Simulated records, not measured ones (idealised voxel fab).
Process module under the name voxel ribs on slabs
The width of the displayed cross-section, cut, is 205 nm; its cells are square, with a size of 5 nm.
Just so we're on the same page, the cross-sections are grids of square cells, and they're listed out in bands top to bottom, each band one or more rows deep.
Each band's line starts with the height of the band's top and of its bottom, in nm. Then come its materials from left to right, each with its width in nm. One material with "edge to edge" fills the band from edge to edge. "empty" is empty space.
Heights are measured from 0, the level below which the as-received wafer is all one material; the lowest band has no bottom and continues downward, written as in "0 -> down".
The notation "30->40" denotes a width that varies across the rows of cells in the band, beginning at the first number in the top row, finishing at the second number in the bottom row, and changing by an identical amount from each row to the next.
No cell of the cross-section changed in a step that is given as "nothing changed".
"Fully enclosed voids" means: voids of 8 cells or more that are shut off from the top with no open way through. Written width x height at distance, distance from the left edge, in nm.
Where a step's line continues beyond its settings, the continuation is a remark by the simulator itself on that step.
overlay nm, on a step with a mask: how far to the right of its planned place the mask lay; to the left if negative

## Process steps - plan
| 1 | RECEIVE with material Si |
| 2 | DIRECTIONAL_DEP with material SiO2, thk nm 25 |
| 3 | DIRECTIONAL_DEP with material polySi, thk nm 15 |
| 4 | DIRECTIONAL_DEP with material aC, thk nm 15 |
| 5 | PATTERN with tone cover, mask id RIB, material resist, width nm 25, thk nm 35, overlay nm 0 |
| 6 | DIRECTIONAL_ETCH with etch materials aC, depth nm 15 |
| 7 | STRIP with etch materials resist |
| 8 | DIRECTIONAL_ETCH with etch materials polySi, depth nm 5 |
| 9 | STRIP with etch materials aC |
| 10 | DIRECTIONAL_DEP with material aC, thk nm 15 |
| 11 | PATTERN with tone cover, mask id SLAB, material resist, width nm 85, thk nm 30, overlay nm 0 |
| 12 | DIRECTIONAL_ETCH with etch materials aC, depth nm 15 |
| 13 | STRIP with etch materials resist |
| 14 | DIRECTIONAL_ETCH with etch materials polySi, depth nm 10 |
| 15 | STRIP with etch materials aC |
| 16 | FILL_DEP with material SiO2, thk nm 15 |
| 17 | CMP with height nm 50 |
| 18 | DIRECTIONAL_DEP with material TiN, thk nm 10 |
| 19 | DIRECTIONAL_DEP with material aC, thk nm 15 |
| 20 | PATTERN with tone cover, mask id HEATER, material resist, width nm 35, thk nm 35, overlay nm 0 |
| 21 | DIRECTIONAL_ETCH with etch materials aC, depth nm 15 |
| 22 | STRIP with etch materials resist |
| 23 | DIRECTIONAL_ETCH with etch materials TiN, depth nm 10 |
| 24 | STRIP with etch materials aC |
| 25 | CONFORMAL_DEP with material SiN, thk nm 10 |

## Here's what the wafer looked like in cross-section when it arrived - that's after step 1
> 0 -> down = Si edge to edge
> Fully enclosed voids: none

## The module was run from the start shown above using the plan shown above, but one mistake was made doing it; the resulting wafer cross-section is below
> 70 -> 60 = empty 80 nm, SiN 55 nm, empty 70 nm
> 60 -> 50 = SiN 90 nm, TiN 35 nm, SiN 80 nm
> 50 -> 40 = SiO2 edge to edge
> 40 -> 35 = SiO2 90 nm, polySi 25 nm, SiO2 90 nm
> 35 -> 25 = SiO2 60 nm, polySi 85 nm, SiO2 60 nm
> 25 -> 0 = SiO2 edge to edge
> 0 -> down = Si edge to edge
> Fully enclosed voids: none
Run error: step 20, actual vs plan mismatch, actual run PATTERN with tone cover, mask id HEATER, material resist, width nm 35, thk nm 35, overlay nm 5
